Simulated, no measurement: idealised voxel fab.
You're looking at the process module voxel transistor to metal.
It is cross-section cut that appears here, measuring 170 nm in width, its square cells being 5 nm in size.
Cross-section, as written here: a square-cell grid given band by band from the top down, where a band holds one or more rows of cells.
Heights first: top, then bottom, in nm. Then materials, left to right, each with a width in nm. "edge to edge" on a single material: fills the band edge to edge. "air": empty space.
Where do heights start? At 0: under that level the wafer as delivered is made of one material only. And the lowest band has no floor; it just carries on downward, as in "0..down".
Width: "30->40" (first number = top row, second number = bottom row, same change from row to row of cells).
Step marked "no modifications"? Then no cell in the cross-section changed in it.
Entry "Fully sealed voids" = empty spaces >= 8 cells with no open way to the top; each as width x height at distance, distance from left edge, all nm.
Past the settings on a step's line: simulator remark, on that step.
The setting "overlay nm" may be written on the line of a step. When the step uses a mask, the value reports how far to the right of the planned place the mask lay, and a negative value reports that it lay to the left.

# The following list gives the planned process steps
1,RECEIVE (material Si)
2,OXIDIZE (depth nm 5)
3,CONFORMAL_DEP (material SiN; thk nm 10)
4,PATTERN (tone cover; mask id ACTIVE; material resist; width nm 95; thk nm 20; overlay nm 0)
5,DIRECTIONAL_ETCH (etch materials SiN; depth nm 10)
6,DIRECTIONAL_ETCH (etch materials SiO2; depth nm 5)
7,DIRECTIONAL_ETCH (etch materials Si; depth nm 35)
8,STRIP (etch materials resist)
9,OXIDIZE (depth nm 5)
10,FILL_DEP (material SiO2; thk nm 15)
11,CMP (height nm 10)
12,SELECTIVE_ETCH (etch materials SiO2; depth nm 10)
13,STRIP (etch materials SiN)
14,SELECTIVE_ETCH (etch materials SiO2; depth nm 5)
15,OXIDIZE (depth nm 5)
16,DIRECTIONAL_DEP (material polySi; thk nm 25)
17,DIRECTIONAL_DEP (material SiCN; thk nm 10)
18,MASKED_ETCH (tone cover; mask id GATE; width nm 25; etch materials SiCN; depth nm 20; overlay nm 0)
19,MASKED_ETCH (tone cover; mask id GATE; width nm 25; etch materials polySi; depth nm 35; overlay nm 0)
20,CONFORMAL_DEP (material SiO2; thk nm 5)
21,DIRECTIONAL_ETCH (etch materials SiO2; depth nm 5)
22,CONFORMAL_DEP (material SiN; thk nm 10)
23,DIRECTIONAL_ETCH (etch materials SiN; depth nm 10)
24,DIRECTIONAL_ETCH (etch materials SiO2; depth nm 5)
25,EPI (material pSi; thk nm 5)
26,FILL_DEP (material SiO2; thk nm 10)
27,CMP (height nm 20)
28,STRIP (etch materials polySi)
29,SELECTIVE_ETCH (etch materials SiO2; depth nm 5)
30,CONFORMAL_DEP (material HfO2; thk nm 5)
31,CONFORMAL_DEP (material TiN; thk nm 5)
32,FILL_DEP (material W; thk nm 10)
33,CMP (height nm 15)
34,DIRECTIONAL_DEP (material SiO2; thk nm 15)
35,MASKED_ETCH (tone open; mask id CONTACT; width nm 15; pitch nm 70; etch materials SiO2; depth nm 35; overlay nm 0)
36,CONFORMAL_DEP (material TiN; thk nm 5)
37,FILL_DEP (material W; thk nm 10)
38,CMP (height nm 30)
39,CONFORMAL_DEP (material SiN; thk nm 5)
40,DIRECTIONAL_DEP (material lowk; thk nm 20)
41,MASKED_ETCH (tone open; mask id METAL_1; width nm 15; pitch nm 70; etch materials lowk; depth nm 20; overlay nm 0)
42,MASKED_ETCH (tone open; mask id METAL_1; width nm 15; pitch nm 70; etch materials SiN; depth nm 5; overlay nm 0)
43,CONFORMAL_DEP (material TiN; thk nm 5)
44,FILL_DEP (material W; thk nm 5)
45,CMP (height nm 55)
46,EPI (material Ru; thk nm 5)
47,FILL_DEP (material SiCN; thk nm 5)

# Here's what the wafer looked like in cross-section when it arrived - that's after step 1
> 0..down | Si edge to edge
> Fully sealed voids: none

# Wafer at module end, in section. Began as above, planned as above, run with one mistake
> 65..60 | SiCN edge to edge
> 60..55 | SiCN=40; Ru=25; SiCN=45; Ru=25; SiCN=35
> 55..40 | lowk=45; TiN=5; W=5; TiN=5; lowk=55; TiN=5; W=5; TiN=5; lowk=40
> 40..35 | lowk=45; TiN=15; lowk=55; TiN=15; lowk=40
> 35..30 | SiN=45; TiN=10; SiN=60; TiN=10; SiN=45
> 30..15 | SiO2=40; TiN=5; W=5; TiN=5; SiO2=55; TiN=5; W=5; TiN=5; SiO2=45
> 15..0 | SiO2=40; TiN=5; W=5; TiN=5; SiN=10; HfO2=5; TiN=5; W=15; TiN=5; HfO2=5; SiN=10; TiN=5; W=5; TiN=5; SiO2=45
> 0..-5 | SiO2=40; TiN=15; SiN=10; HfO2=5; TiN=25; HfO2=5; SiN=10; TiN=15; SiO2=45
> -5..-10 | SiO2=35; pSi=20; SiO2=10; HfO2=35; SiO2=10; pSi=20; SiO2=40
> -10..-45 | SiO2=40; Si=85; SiO2=45
> -45..down | Si edge to edge
> Fully sealed voids: none
Processing error: step 41 did not use the planned setting and instead ran as MASKED_ETCH (tone open; mask id METAL_1; width nm 15; pitch nm 70; etch materials lowk; depth nm 20; overlay nm 5)
